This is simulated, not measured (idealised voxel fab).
process module | voxel tone inversion
cross-section cut | 250 nm wide | cells 5 nm
A cross-section is a grid of square cells, given in bands from the top down. A band is one or more rows of cells.
Each band's line starts with the height of the band's top and of its bottom, in nm. Then come its materials from left to right, each with its width in nm. One material with "throughout" fills the band from edge to edge. "air" is empty space.
Height 0 is the level under which the wafer as received is all one material. The lowest band goes on downwards, as in "0 down".
A width such as "30 to 40" changes by the same amount from each row of cells to the next, from the band's top row to its bottom row.
"no change" after a step means that no cell of the cross-section changed.
closed voids: empty space of 8 cells or more with no open way to the top, each as width x height at its distance from the left edge, in nm
after a step's settings: what the simulator itself notes on the step
overlay nm, on a step with a mask: how far to the right of its planned place the mask lay; to the left if negative
plan
1 op RECEIVE | material Si
2 op CONFORMAL_DEP | material SiCN | thk nm 5
3 op DIRECTIONAL_DEP | material polySi | thk nm 20
4 op PATTERN | tone cover | mask id POSTS | material resist | width nm 25 | pitch nm 50 | thk nm 25 | overlay nm -15
5 op DIRECTIONAL_ETCH | etch materials polySi | depth nm 20
6 op STRIP | etch materials resist
7 op FILL_DEP | material lowk | thk nm 5
8 op CMP | height nm 25
9 op STRIP | etch materials polySi
10 op CONFORMAL_DEP | material TiN | thk nm 5
11 op FILL_DEP | material Ru | thk nm 5
12 op CMP | height nm 25
13 op CONFORMAL_DEP | material SiCN | thk nm 5
varied across the wafers: overlay nm of step 4. The plan shows the first wafer's value. All wafers start alike
first wafer as received, after step 1
  0 down: Si throughout
  closed voids: none
each wafer at the end: cells of each material gained (+) or lost (-) since it was received, then its closed voids
overlay nm -15 | +18 Ru | +100 SiCN | +22 TiN | +160 lowk | closed voids: none
overlay nm -10 | +18 Ru | +100 SiCN | +22 TiN | +160 lowk | closed voids: none
overlay nm -5 | +18 Ru | +100 SiCN | +22 TiN | +160 lowk | closed voids: none
overlay nm 0 | +18 Ru | +100 SiCN | +22 TiN | +160 lowk | closed voids: none
overlay nm 5 | +18 Ru | +100 SiCN | +22 TiN | +160 lowk | closed voids: none
overlay nm 10 | +18 Ru | +100 SiCN | +22 TiN | +160 lowk | closed voids: none
overlay nm 15 | +18 Ru | +100 SiCN | +22 TiN | +160 lowk | closed voids: none
